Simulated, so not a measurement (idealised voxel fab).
The name of this process module is voxel spacer lines.
cross-section cut | 280 nm wide | cells 5 nm
A cross-section in this document is a grid of square cells, and it is written down as bands, the top band listed before the ones below it; a band is made up of one or more rows of cells.
It is stipulated that each band's entry specify, in nanometres, the height of the top of the band and then that of its bottom, followed by the materials of the band in left-to-right sequence, each together with its width in nanometres. A single material marked by the word "everywhere" is understood to fill the band from edge to edge; the word "air" is understood to denote empty space.
Height reference: 0 = level under which incoming wafer is all one material. Lowest band: no bottom, runs on downward, e.g. "0..down".
Per-row width for "30->40": begins at first number (top row of band), ends at second number (bottom row), increment between rows held constant.
For the purposes of this document, the phrase "nothing got changed" attached to a step denotes that no cell within the cross-section was modified by that step.
For the entry "Enclosed internal cavities", the listed items are empty spaces with no open way to the top whose size is 8 cells or more; each item follows the pattern width x height at distance, where distance is from the left edge and all three are in nm.
Anything after a step's settings on that line? It's the simulator's own note about the step.
A step's line can hold "overlay nm"; with a mask on that step, the setting says how far right of the planned place the mask lay, while a negative setting says it lay to the left.
Each of the pairs that make up the rest of this document says: here is the cross-section before one process step, here is the cross-section after it, drawn only down to the lowest band that changed, and here, under the pair, is the step lying between them with its settings. Different pairs may come from different runs of this module on the same starting wafer, so a pair continues from the pair above it only where its entry headed "Before processing step" says so.

BEFORE PROCESSING STEP
- 0..down = Si everywhere
- Enclosed internal cavities: none

SECTIONAL VIEW, POST-PROCESS
- 10..0 = Al2O3 everywhere
- For the remainder of the cross-section, below 0, there is no change.
- Enclosed internal cavities: none
The before and after cross-sections above differ by one step: CONFORMAL_DEP | material Al2O3 | thk nm 10

Before processing step: after-step cross-section of the pair just above applies.

SECTIONAL VIEW, POST-PROCESS
- 20..10 = SiN everywhere
- For the remainder of the cross-section, below 10, there is no change.
- Enclosed internal cavities: none
The before and after cross-sections above differ by one step: DIRECTIONAL_DEP | material SiN | thk nm 10

Before processing step: after-step cross-section of the pair just above applies.

SECTIONAL VIEW, POST-PROCESS
- 40..20 = aC everywhere
- For the remainder of the cross-section, below 20, there is no change.
- Enclosed internal cavities: none
The before and after cross-sections above differ by one step: DIRECTIONAL_DEP | material aC | thk nm 20

Before processing step: after-step cross-section of the pair just above applies.

SECTIONAL VIEW, POST-PROCESS
- 70..40 = 55 of air  25 of resist  45 of air  25 of resist  45 of air  25 of resist  60 of air
- For the remainder of the cross-section, below 40, there is no change.
- Enclosed internal cavities: none
The before and after cross-sections above differ by one step: PATTERN | tone cover | mask id MANDREL | material resist | width nm 25 | pitch nm 70 | thk nm 30 | overlay nm 0

Before processing step: after-step cross-section of the pair just above applies.

SECTIONAL VIEW, POST-PROCESS
- 50..40 = 55 of air  25 of resist  45 of air  25 of resist  45 of air  25 of resist  60 of air
- 40..20 = 55 of air  25 of aC  45 of air  25 of aC  45 of air  25 of aC  60 of air
- For the remainder of the cross-section, below 20, there is no change.
- Enclosed internal cavities: none
The before and after cross-sections above differ by one step: DIRECTIONAL_ETCH | etch materials aC | depth nm 20

Before processing step: after-step cross-section of the pair just above applies.

SECTIONAL VIEW, POST-PROCESS
- 40..20 = 55 of air  25 of aC  45 of air  25 of aC  45 of air  25 of aC  60 of air
- For the remainder of the cross-section, below 20, there is no change.
- Enclosed internal cavities: none
The before and after cross-sections above differ by one step: STRIP | etch materials resist

Before processing step: after-step cross-section of the pair just above applies.

SECTIONAL VIEW, POST-PROCESS
- 50..40 = 45 of air  45 of SiO2  25 of air  45 of SiO2  25 of air  45 of SiO2  50 of air
- 40..30 = 45 of air  10 of SiO2  25 of aC  10 of SiO2  25 of air  10 of SiO2  25 of aC  10 of SiO2  25 of air  10 of SiO2  25 of aC  10 of SiO2  50 of air
- 30..20 = 55 of SiO2  25 of aC  45 of SiO2  25 of aC  45 of SiO2  25 of aC  60 of SiO2
- For the remainder of the cross-section, below 20, there is no change.
- Enclosed internal cavities: none
The before and after cross-sections above differ by one step: CONFORMAL_DEP | material SiO2 | thk nm 10

Before processing step: after-step cross-section of the pair just above applies.

SECTIONAL VIEW, POST-PROCESS
- 40..20 = 45 of air  10 of SiO2  25 of aC  10 of SiO2  25 of air  10 of SiO2  25 of aC  10 of SiO2  25 of air  10 of SiO2  25 of aC  10 of SiO2  50 of air
- For the remainder of the cross-section, below 20, there is no change.
- Enclosed internal cavities: none
The before and after cross-sections above differ by one step: DIRECTIONAL_ETCH | etch materials SiO2 | depth nm 10

Before processing step: after-step cross-section of the pair just above applies.

SECTIONAL VIEW, POST-PROCESS
- 40..20 = 45 of air  10 of SiO2  25 of air  10 of SiO2  25 of air  10 of SiO2  25 of air  10 of SiO2  25 of air  10 of SiO2  25 of air  10 of SiO2  50 of air
- For the remainder of the cross-section, below 20, there is no change.
- Enclosed internal cavities: none
The before and after cross-sections above differ by one step: STRIP | etch materials aC

Before processing step: after-step cross-section of the pair just above applies.

SECTIONAL VIEW, POST-PROCESS
- 40..20 = 45 of air  10 of SiO2  25 of air  10 of SiO2  25 of air  10 of SiO2  25 of air  10 of SiO2  25 of air  10 of SiO2  25 of air  10 of SiO2  50 of air
- 20..10 = 45 of air  10 of SiN  25 of air  10 of SiN  25 of air  10 of SiN  25 of air  10 of SiN  25 of air  10 of SiN  25 of air  10 of SiN  50 of air
- For the remainder of the cross-section, below 10, there is no change.
- Enclosed internal cavities: none
The before and after cross-sections above differ by one step: DIRECTIONAL_ETCH | etch materials SiN | depth nm 10

Before processing step: after-step cross-section of the pair just above applies.

SECTIONAL VIEW, POST-PROCESS
- 20..10 = 45 of air  10 of SiN  25 of air  10 of SiN  25 of air  10 of SiN  25 of air  10 of SiN  25 of air  10 of SiN  25 of air  10 of SiN  50 of air
- For the remainder of the cross-section, below 10, there is no change.
- Enclosed internal cavities: none
The before and after cross-sections above differ by one step: STRIP | etch materials SiO2

BEFORE PROCESSING STEP
- 0..down = Si everywhere
- Enclosed internal cavities: none

SECTIONAL VIEW, POST-PROCESS
- 10..0 = SiN everywhere
- For the remainder of the cross-section, below 0, there is no change.
- Enclosed internal cavities: none
The before and after cross-sections above differ by one step: DIRECTIONAL_DEP | material SiN | thk nm 10

Before processing step: after-step cross-section of the pair just above applies.

SECTIONAL VIEW, POST-PROCESS
- 30..10 = aC everywhere
- For the remainder of the cross-section, below 10, there is no change.
- Enclosed internal cavities: none
The before and after cross-sections above differ by one step: DIRECTIONAL_DEP | material aC | thk nm 20

Before processing step: after-step cross-section of the pair just above applies.

SECTIONAL VIEW, POST-PROCESS
- 60..30 = 55 of air  25 of resist  45 of air  25 of resist  45 of air  25 of resist  60 of air
- For the remainder of the cross-section, below 30, there is no change.
- Enclosed internal cavities: none
The before and after cross-sections above differ by one step: PATTERN | tone cover | mask id MANDREL | material resist | width nm 25 | pitch nm 70 | thk nm 30 | overlay nm 0

Before processing step: after-step cross-section of the pair just above applies.

SECTIONAL VIEW, POST-PROCESS
- 40..30 = 55 of air  25 of resist  45 of air  25 of resist  45 of air  25 of resist  60 of air
- 30..10 = 55 of air  25 of aC  45 of air  25 of aC  45 of air  25 of aC  60 of air
- For the remainder of the cross-section, below 10, there is no change.
- Enclosed internal cavities: none
The before and after cross-sections above differ by one step: DIRECTIONAL_ETCH | etch materials aC | depth nm 20

Before processing step: after-step cross-section of the pair just above applies.

SECTIONAL VIEW, POST-PROCESS
- 30..10 = 55 of air  25 of aC  45 of air  25 of aC  45 of air  25 of aC  60 of air
- For the remainder of the cross-section, below 10, there is no change.
- Enclosed internal cavities: none
The before and after cross-sections above differ by one step: STRIP | etch materials resist

Before processing step: after-step cross-section of the pair just above applies.

SECTIONAL VIEW, POST-PROCESS
- 40..30 = 45 of air  45 of SiO2  25 of air  45 of SiO2  25 of air  45 of SiO2  50 of air
- 30..20 = 45 of air  10 of SiO2  25 of aC  10 of SiO2  25 of air  10 of SiO2  25 of aC  10 of SiO2  25 of air  10 of SiO2  25 of aC  10 of SiO2  50 of air
- 20..10 = 55 of SiO2  25 of aC  45 of SiO2  25 of aC  45 of SiO2  25 of aC  60 of SiO2
- For the remainder of the cross-section, below 10, there is no change.
- Enclosed internal cavities: none
The before and after cross-sections above differ by one step: CONFORMAL_DEP | material SiO2 | thk nm 10

Before processing step: after-step cross-section of the pair just above applies.

SECTIONAL VIEW, POST-PROCESS
- 30..10 = 45 of air  10 of SiO2  25 of aC  10 of SiO2  25 of air  10 of SiO2  25 of aC  10 of SiO2  25 of air  10 of SiO2  25 of aC  10 of SiO2  50 of air
- For the remainder of the cross-section, below 10, there is no change.
- Enclosed internal cavities: none
The before and after cross-sections above differ by one step: DIRECTIONAL_ETCH | etch materials SiO2 | depth nm 10

Before processing step: after-step cross-section of the pair just above applies.

SECTIONAL VIEW, POST-PROCESS
- 30..10 = 45 of air  10 of SiO2  25 of air  10 of SiO2  25 of air  10 of SiO2  25 of air  10 of SiO2  25 of air  10 of SiO2  25 of air  10 of SiO2  50 of air
- For the remainder of the cross-section, below 10, there is no change.
- Enclosed internal cavities: none
The before and after cross-sections above differ by one step: STRIP | etch materials aC

Before processing step: after-step cross-section of the pair just above applies.

SECTIONAL VIEW, POST-PROCESS
- 30..10 = 45 of air  10 of SiO2  25 of air  10 of SiO2  25 of air  10 of SiO2  25 of air  10 of SiO2  25 of air  10 of SiO2  25 of air  10 of SiO2  50 of air
- 10..0 = 45 of air  10 of SiN  25 of air  10 of SiN  25 of air  10 of SiN  25 of air  10 of SiN  25 of air  10 of SiN  25 of air  10 of SiN  50 of air
- For the remainder of the cross-section, below 0, there is no change.
- Enclosed internal cavities: none
The before and after cross-sections above differ by one step: DIRECTIONAL_ETCH | etch materials SiN | depth nm 10

Before processing step: after-step cross-section of the pair just above applies.

SECTIONAL VIEW, POST-PROCESS
- 10..0 = 45 of air  10 of SiN  25 of air  10 of SiN  25 of air  10 of SiN  25 of air  10 of SiN  25 of air  10 of SiN  25 of air  10 of SiN  50 of air
- For the remainder of the cross-section, below 0, there is no change.
- Enclosed internal cavities: none
The before and after cross-sections above differ by one step: STRIP | etch materials SiO2

BEFORE PROCESSING STEP
- 10..0 = Al2O3 everywhere
- 0..down = Si everywhere
- Enclosed internal cavities: none

SECTIONAL VIEW, POST-PROCESS
- 30..10 = aC everywhere
- For the remainder of the cross-section, below 10, there is no change.
- Enclosed internal cavities: none
The before and after cross-sections above differ by one step: DIRECTIONAL_DEP | material aC | thk nm 20

Before processing step: after-step cross-section of the pair just above applies.

SECTIONAL VIEW, POST-PROCESS
- 40..30 = SiN everywhere
- For the remainder of the cross-section, below 30, there is no change.
- Enclosed internal cavities: none
The before and after cross-sections above differ by one step: DIRECTIONAL_DEP | material SiN | thk nm 10

Before processing step: after-step cross-section of the pair just above applies.

SECTIONAL VIEW, POST-PROCESS
- 70..40 = 55 of air  25 of resist  45 of air  25 of resist  45 of air  25 of resist  60 of air
- For the remainder of the cross-section, below 40, there is no change.
- Enclosed internal cavities: none
The before and after cross-sections above differ by one step: PATTERN | tone cover | mask id MANDREL | material resist | width nm 25 | pitch nm 70 | thk nm 30 | overlay nm 0

Before processing step: after-step cross-section of the pair just above applies.

SECTIONAL VIEW, POST-PROCESS
- 50..40 = 55 of air  25 of resist  45 of air  25 of resist  45 of air  25 of resist  60 of air
- For the remainder of the cross-section, below 40, there is no change.
- Enclosed internal cavities: none
The before and after cross-sections above differ by one step: DIRECTIONAL_ETCH | etch materials aC | depth nm 20

Before processing step: after-step cross-section of the pair just above applies.

SECTIONAL VIEW, POST-PROCESS
- 40..30 = SiN everywhere
- For the remainder of the cross-section, below 30, there is no change.
- Enclosed internal cavities: none
The before and after cross-sections above differ by one step: STRIP | etch materials resist

Before processing step: after-step cross-section of the pair just above applies.

SECTIONAL VIEW, POST-PROCESS
- 50..40 = SiO2 everywhere
- For the remainder of the cross-section, below 40, there is no change.
- Enclosed internal cavities: none
The before and after cross-sections above differ by one step: CONFORMAL_DEP | material SiO2 | thk nm 10

Before processing step: after-step cross-section of the pair just above applies.

SECTIONAL VIEW, POST-PROCESS
- 40..30 = SiN everywhere
- For the remainder of the cross-section, below 30, there is no change.
- Enclosed internal cavities: none
The before and after cross-sections above differ by one step: DIRECTIONAL_ETCH | etch materials SiO2 | depth nm 10

Before processing step: after-step cross-section of the pair just above applies.

SECTIONAL VIEW, POST-PROCESS
- 30..10 = aC everywhere
- For the remainder of the cross-section, below 10, there is no change.
- Enclosed internal cavities: none
The before and after cross-sections above differ by one step: DIRECTIONAL_ETCH | etch materials SiN | depth nm 10

BEFORE PROCESSING STEP
- 40..20 = 55 of air  25 of aC  45 of air  25 of aC  45 of air  25 of aC  60 of air
- 20..10 = SiN everywhere
- 10..0 = Al2O3 everywhere
- 0..down = Si everywhere
- Enclosed internal cavities: none

SECTIONAL VIEW, POST-PROCESS
- 45..40 = 50 of air  35 of SiO2  35 of air  35 of SiO2  35 of air  35 of SiO2  55 of air
- 40..25 = 50 of air  5 of SiO2  25 of aC  5 of SiO2  35 of air  5 of SiO2  25 of aC  5 of SiO2  35 of air  5 of SiO2  25 of aC  5 of SiO2  55 of air
- 25..20 = 55 of SiO2  25 of aC  45 of SiO2  25 of aC  45 of SiO2  25 of aC  60 of SiO2
- For the remainder of the cross-section, below 20, there is no change.
- Enclosed internal cavities: none
The before and after cross-sections above differ by one step: CONFORMAL_DEP | material SiO2 | thk nm 5

Before processing step: after-step cross-section of the pair just above applies.

SECTIONAL VIEW, POST-PROCESS
- 40..35 = 55 of air  25 of aC  45 of air  25 of aC  45 of air  25 of aC  60 of air
- 35..20 = 50 of air  5 of SiO2  25 of aC  5 of SiO2  35 of air  5 of SiO2  25 of aC  5 of SiO2  35 of air  5 of SiO2  25 of aC  5 of SiO2  55 of air
- For the remainder of the cross-section, below 20, there is no change.
- Enclosed internal cavities: none
The before and after cross-sections above differ by one step: DIRECTIONAL_ETCH | etch materials SiO2 | depth nm 10

Before processing step: after-step cross-section of the pair just above applies.

SECTIONAL VIEW, POST-PROCESS
- 35..20 = 50 of air  5 of SiO2  25 of air  5 of SiO2  35 of air  5 of SiO2  25 of air  5 of SiO2  35 of air  5 of SiO2  25 of air  5 of SiO2  55 of air
- For the remainder of the cross-section, below 20, there is no change.
- Enclosed internal cavities: none
The before and after cross-sections above differ by one step: STRIP | etch materials aC

Before processing step: after-step cross-section of the pair just above applies.

SECTIONAL VIEW, POST-PROCESS
- 35..20 = 50 of air  5 of SiO2  25 of air  5 of SiO2  35 of air  5 of SiO2  25 of air  5 of SiO2  35 of air  5 of SiO2  25 of air  5 of SiO2  55 of air
- 20..10 = 50 of air  5 of SiN  25 of air  5 of SiN  35 of air  5 of SiN  25 of air  5 of SiN  35 of air  5 of SiN  25 of air  5 of SiN  55 of air
- For the remainder of the cross-section, below 10, there is no change.
- Enclosed internal cavities: none
The before and after cross-sections above differ by one step: DIRECTIONAL_ETCH | etch materials SiN | depth nm 10

Before processing step: after-step cross-section of the pair just above applies.

SECTIONAL VIEW, POST-PROCESS
- 20..10 = 50 of air  5 of SiN  25 of air  5 of SiN  35 of air  5 of SiN  25 of air  5 of SiN  35 of air  5 of SiN  25 of air  5 of SiN  55 of air
- For the remainder of the cross-section, below 10, there is no change.
- Enclosed internal cavities: none
The before and after cross-sections above differ by one step: STRIP | etch materials SiO2

BEFORE PROCESSING STEP
- 40..20 = aC everywhere
- 20..10 = SiN everywhere
- 10..0 = Al2O3 everywhere
- 0..down = Si everywhere
- Enclosed internal cavities: none

SECTIONAL VIEW, POST-PROCESS
- 70..40 = 55 of air  30 of resist  40 of air  30 of resist  40 of air  30 of resist  55 of air
- For the remainder of the cross-section, below 40, there is no change.
- Enclosed internal cavities: none
The before and after cross-sections above differ by one step: PATTERN | tone cover | mask id MANDREL | material resist | width nm 30 | pitch nm 70 | thk nm 30 | overlay nm 0

Before processing step: after-step cross-section of the pair just above applies.

SECTIONAL VIEW, POST-PROCESS
- 50..40 = 55 of air  30 of resist  40 of air  30 of resist  40 of air  30 of resist  55 of air
- 40..20 = 55 of air  30 of aC  40 of air  30 of aC  40 of air  30 of aC  55 of air
- For the remainder of the cross-section, below 20, there is no change.
- Enclosed internal cavities: none
The before and after cross-sections above differ by one step: DIRECTIONAL_ETCH | etch materials aC | depth nm 20

Before processing step: after-step cross-section of the pair just above applies.

SECTIONAL VIEW, POST-PROCESS
- 40..20 = 55 of air  30 of aC  40 of air  30 of aC  40 of air  30 of aC  55 of air
- For the remainder of the cross-section, below 20, there is no change.
- Enclosed internal cavities: none
The before and after cross-sections above differ by one step: STRIP | etch materials resist

Before processing step: after-step cross-section of the pair just above applies.

SECTIONAL VIEW, POST-PROCESS
- 50..40 = 45 of air  50 of SiO2  20 of air  50 of SiO2  20 of air  50 of SiO2  45 of air
- 40..30 = 45 of air  10 of SiO2  30 of aC  10 of SiO2  20 of air  10 of SiO2  30 of aC  10 of SiO2  20 of air  10 of SiO2  30 of aC  10 of SiO2  45 of air
- 30..20 = 55 of SiO2  30 of aC  40 of SiO2  30 of aC  40 of SiO2  30 of aC  55 of SiO2
- For the remainder of the cross-section, below 20, there is no change.
- Enclosed internal cavities: none
The before and after cross-sections above differ by one step: CONFORMAL_DEP | material SiO2 | thk nm 10

Before processing step: after-step cross-section of the pair just above applies.

SECTIONAL VIEW, POST-PROCESS
- 40..20 = 45 of air  10 of SiO2  30 of aC  10 of SiO2  20 of air  10 of SiO2  30 of aC  10 of SiO2  20 of air  10 of SiO2  30 of aC  10 of SiO2  45 of air
- For the remainder of the cross-section, below 20, there is no change.
- Enclosed internal cavities: none
The before and after cross-sections above differ by one step: DIRECTIONAL_ETCH | etch materials SiO2 | depth nm 10

Before processing step: after-step cross-section of the pair just above applies.

SECTIONAL VIEW, POST-PROCESS
- 40..20 = 45 of air  10 of SiO2  30 of air  10 of SiO2  20 of air  10 of SiO2  30 of air  10 of SiO2  20 of air  10 of SiO2  30 of air  10 of SiO2  45 of air
- For the remainder of the cross-section, below 20, there is no change.
- Enclosed internal cavities: none
The before and after cross-sections above differ by one step: STRIP | etch materials aC

Before processing step: after-step cross-section of the pair just above applies.

SECTIONAL VIEW, POST-PROCESS
- 40..20 = 45 of air  10 of SiO2  30 of air  10 of SiO2  20 of air  10 of SiO2  30 of air  10 of SiO2  20 of air  10 of SiO2  30 of air  10 of SiO2  45 of air
- 20..10 = 45 of air  10 of SiN  30 of air  10 of SiN  20 of air  10 of SiN  30 of air  10 of SiN  20 of air  10 of SiN  30 of air  10 of SiN  45 of air
- For the remainder of the cross-section, below 10, there is no change.
- Enclosed internal cavities: none
The before and after cross-sections above differ by one step: DIRECTIONAL_ETCH | etch materials SiN | depth nm 10

Before processing step: after-step cross-section of the pair just above applies.

SECTIONAL VIEW, POST-PROCESS
- 20..10 = 45 of air  10 of SiN  30 of air  10 of SiN  20 of air  10 of SiN  30 of air  10 of SiN  20 of air  10 of SiN  30 of air  10 of SiN  45 of air
- For the remainder of the cross-section, below 10, there is no change.
- Enclosed internal cavities: none
The before and after cross-sections above differ by one step: STRIP | etch materials SiO2

BEFORE PROCESSING STEP
- 40..20 = aC everywhere
- 20..10 = SiN everywhere
- 10..0 = Al2O3 everywhere
- 0..down = Si everywhere
- Enclosed internal cavities: none

SECTIONAL VIEW, POST-PROCESS
- 70..40 = 45 of air  25 of resist  45 of air  25 of resist  45 of air  25 of resist  70 of air
- For the remainder of the cross-section, below 40, there is no change.
- Enclosed internal cavities: none
The before and after cross-sections above differ by one step: PATTERN | tone cover | mask id MANDREL | material resist | width nm 25 | pitch nm 70 | thk nm 30 | overlay nm -10

Before processing step: after-step cross-section of the pair just above applies.

SECTIONAL VIEW, POST-PROCESS
- 50..40 = 45 of air  25 of resist  45 of air  25 of resist  45 of air  25 of resist  70 of air
- 40..20 = 45 of air  25 of aC  45 of air  25 of aC  45 of air  25 of aC  70 of air
- For the remainder of the cross-section, below 20, there is no change.
- Enclosed internal cavities: none
The before and after cross-sections above differ by one step: DIRECTIONAL_ETCH | etch materials aC | depth nm 20

Before processing step: after-step cross-section of the pair just above applies.

SECTIONAL VIEW, POST-PROCESS
- 40..20 = 45 of air  25 of aC  45 of air  25 of aC  45 of air  25 of aC  70 of air
- For the remainder of the cross-section, below 20, there is no change.
- Enclosed internal cavities: none
The before and after cross-sections above differ by one step: STRIP | etch materials resist

Before processing step: after-step cross-section of the pair just above applies.

SECTIONAL VIEW, POST-PROCESS
- 50..40 = 35 of air  45 of SiO2  25 of air  45 of SiO2  25 of air  45 of SiO2  60 of air
- 40..30 = 35 of air  10 of SiO2  25 of aC  10 of SiO2  25 of air  10 of SiO2  25 of aC  10 of SiO2  25 of air  10 of SiO2  25 of aC  10 of SiO2  60 of air
- 30..20 = 45 of SiO2  25 of aC  45 of SiO2  25 of aC  45 of SiO2  25 of aC  70 of SiO2
- For the remainder of the cross-section, below 20, there is no change.
- Enclosed internal cavities: none
The before and after cross-sections above differ by one step: CONFORMAL_DEP | material SiO2 | thk nm 10

Before processing step: after-step cross-section of the pair just above applies.

SECTIONAL VIEW, POST-PROCESS
- 40..20 = 35 of air  10 of SiO2  25 of aC  10 of SiO2  25 of air  10 of SiO2  25 of aC  10 of SiO2  25 of air  10 of SiO2  25 of aC  10 of SiO2  60 of air
- For the remainder of the cross-section, below 20, there is no change.
- Enclosed internal cavities: none
The before and after cross-sections above differ by one step: DIRECTIONAL_ETCH | etch materials SiO2 | depth nm 10

Before processing step: after-step cross-section of the pair just above applies.

SECTIONAL VIEW, POST-PROCESS
- 40..20 = 35 of air  10 of SiO2  25 of air  10 of SiO2  25 of air  10 of SiO2  25 of air  10 of SiO2  25 of air  10 of SiO2  25 of air  10 of SiO2  60 of air
- For the remainder of the cross-section, below 20, there is no change.
- Enclosed internal cavities: none
The before and after cross-sections above differ by one step: STRIP | etch materials aC

Before processing step: after-step cross-section of the pair just above applies.

SECTIONAL VIEW, POST-PROCESS
- 40..20 = 35 of air  10 of SiO2  25 of air  10 of SiO2  25 of air  10 of SiO2  25 of air  10 of SiO2  25 of air  10 of SiO2  25 of air  10 of SiO2  60 of air
- 20..10 = 35 of air  10 of SiN  25 of air  10 of SiN  25 of air  10 of SiN  25 of air  10 of SiN  25 of air  10 of SiN  25 of air  10 of SiN  60 of air
- For the remainder of the cross-section, below 10, there is no change.
- Enclosed internal cavities: none
The before and after cross-sections above differ by one step: DIRECTIONAL_ETCH | etch materials SiN | depth nm 10

Before processing step: after-step cross-section of the pair just above applies.

SECTIONAL VIEW, POST-PROCESS
- 20..10 = 35 of air  10 of SiN  25 of air  10 of SiN  25 of air  10 of SiN  25 of air  10 of SiN  25 of air  10 of SiN  25 of air  10 of SiN  60 of air
- For the remainder of the cross-section, below 10, there is no change.
- Enclosed internal cavities: none
The before and after cross-sections above differ by one step: STRIP | etch materials SiO2

BEFORE PROCESSING STEP
- 20..10 = SiN everywhere
- 10..0 = Al2O3 everywhere
- 0..down = Si everywhere
- Enclosed internal cavities: none

SECTIONAL VIEW, POST-PROCESS
- 40..20 = Al2O3 everywhere
- For the remainder of the cross-section, below 20, there is no change.
- Enclosed internal cavities: none
The before and after cross-sections above differ by one step: DIRECTIONAL_DEP | material Al2O3 | thk nm 20

Before processing step: after-step cross-section of the pair just above applies.

SECTIONAL VIEW, POST-PROCESS
- 70..40 = 55 of air  25 of resist  45 of air  25 of resist  45 of air  25 of resist  60 of air
- For the remainder of the cross-section, below 40, there is no change.
- Enclosed internal cavities: none
The before and after cross-sections above differ by one step: PATTERN | tone cover | mask id MANDREL | material resist | width nm 25 | pitch nm 70 | thk nm 30 | overlay nm 0

Before processing step: after-step cross-section of the pair just above applies.

SECTIONAL VIEW, POST-PROCESS
- 50..40 = 55 of air  25 of resist  45 of air  25 of resist  45 of air  25 of resist  60 of air
- For the remainder of the cross-section, below 40, there is no change.
- Enclosed internal cavities: none
The before and after cross-sections above differ by one step: DIRECTIONAL_ETCH | etch materials aC | depth nm 20

Before processing step: after-step cross-section of the pair just above applies.

SECTIONAL VIEW, POST-PROCESS
- 40..20 = Al2O3 everywhere
- For the remainder of the cross-section, below 20, there is no change.
- Enclosed internal cavities: none
The before and after cross-sections above differ by one step: STRIP | etch materials resist

Before processing step: after-step cross-section of the pair just above applies.

SECTIONAL VIEW, POST-PROCESS
- 50..40 = SiO2 everywhere
- For the remainder of the cross-section, below 40, there is no change.
- Enclosed internal cavities: none
The before and after cross-sections above differ by one step: CONFORMAL_DEP | material SiO2 | thk nm 10

Before processing step: after-step cross-section of the pair just above applies.

SECTIONAL VIEW, POST-PROCESS
- 40..20 = Al2O3 everywhere
- For the remainder of the cross-section, below 20, there is no change.
- Enclosed internal cavities: none
The before and after cross-sections above differ by one step: DIRECTIONAL_ETCH | etch materials SiO2 | depth nm 10

BEFORE PROCESSING STEP
- 40..20 = aC everywhere
- 20..10 = SiN everywhere
- 10..0 = Al2O3 everywhere
- 0..down = Si everywhere
- Enclosed internal cavities: none

SECTIONAL VIEW, POST-PROCESS
- 70..40 = 55 of resist  25 of air  45 of resist  25 of air  45 of resist  25 of air  60 of resist
- For the remainder of the cross-section, below 40, there is no change.
- Enclosed internal cavities: none
The before and after cross-sections above differ by one step: PATTERN | tone open | mask id MANDREL | material resist | width nm 25 | pitch nm 70 | thk nm 30 | overlay nm 0

Before processing step: after-step cross-section of the pair just above applies.

SECTIONAL VIEW, POST-PROCESS
- 50..40 = 55 of resist  25 of air  45 of resist  25 of air  45 of resist  25 of air  60 of resist
- 40..20 = 55 of aC  25 of air  45 of aC  25 of air  45 of aC  25 of air  60 of aC
- For the remainder of the cross-section, below 20, there is no change.
- Enclosed internal cavities: none
The before and after cross-sections above differ by one step: DIRECTIONAL_ETCH | etch materials aC | depth nm 20

Before processing step: after-step cross-section of the pair just above applies.

SECTIONAL VIEW, POST-PROCESS
- 40..20 = 55 of aC  25 of air  45 of aC  25 of air  45 of aC  25 of air  60 of aC
- For the remainder of the cross-section, below 20, there is no change.
- Enclosed internal cavities: none
The before and after cross-sections above differ by one step: STRIP | etch materials resist

Before processing step: after-step cross-section of the pair just above applies.

SECTIONAL VIEW, POST-PROCESS
- 50..40 = 65 of SiO2  5 of air  65 of SiO2  5 of air  65 of SiO2  5 of air  70 of SiO2
- 40..30 = 55 of aC  10 of SiO2  5 of air  10 of SiO2  45 of aC  10 of SiO2  5 of air  10 of SiO2  45 of aC  10 of SiO2  5 of air  10 of SiO2  60 of aC
- 30..20 = 55 of aC  25 of SiO2  45 of aC  25 of SiO2  45 of aC  25 of SiO2  60 of aC
- For the remainder of the cross-section, below 20, there is no change.
- Enclosed internal cavities: none
The before and after cross-sections above differ by one step: CONFORMAL_DEP | material SiO2 | thk nm 10

Before processing step: after-step cross-section of the pair just above applies.

SECTIONAL VIEW, POST-PROCESS
- 40..20 = 55 of aC  10 of SiO2  5 of air  10 of SiO2  45 of aC  10 of SiO2  5 of air  10 of SiO2  45 of aC  10 of SiO2  5 of air  10 of SiO2  60 of aC
- For the remainder of the cross-section, below 20, there is no change.
- Enclosed internal cavities: none
The before and after cross-sections above differ by one step: DIRECTIONAL_ETCH | etch materials SiO2 | depth nm 10

Before processing step: after-step cross-section of the pair just above applies.

SECTIONAL VIEW, POST-PROCESS
- 40..20 = 55 of air  10 of SiO2  5 of air  10 of SiO2  45 of air  10 of SiO2  5 of air  10 of SiO2  45 of air  10 of SiO2  5 of air  10 of SiO2  60 of air
- For the remainder of the cross-section, below 20, there is no change.
- Enclosed internal cavities: none
The before and after cross-sections above differ by one step: STRIP | etch materials aC

Before processing step: after-step cross-section of the pair just above applies.

SECTIONAL VIEW, POST-PROCESS
- 40..20 = 55 of air  10 of SiO2  5 of air  10 of SiO2  45 of air  10 of SiO2  5 of air  10 of SiO2  45 of air  10 of SiO2  5 of air  10 of SiO2  60 of air
- 20..10 = 55 of air  10 of SiN  5 of air  10 of SiN  45 of air  10 of SiN  5 of air  10 of SiN  45 of air  10 of SiN  5 of air  10 of SiN  60 of air
- For the remainder of the cross-section, below 10, there is no change.
- Enclosed internal cavities: none
The before and after cross-sections above differ by one step: DIRECTIONAL_ETCH | etch materials SiN | depth nm 10

Before processing step: after-step cross-section of the pair just above applies.

SECTIONAL VIEW, POST-PROCESS
- 20..10 = 55 of air  10 of SiN  5 of air  10 of SiN  45 of air  10 of SiN  5 of air  10 of SiN  45 of air  10 of SiN  5 of air  10 of SiN  60 of air
- For the remainder of the cross-section, below 10, there is no change.
- Enclosed internal cavities: none
The before and after cross-sections above differ by one step: STRIP | etch materials SiO2
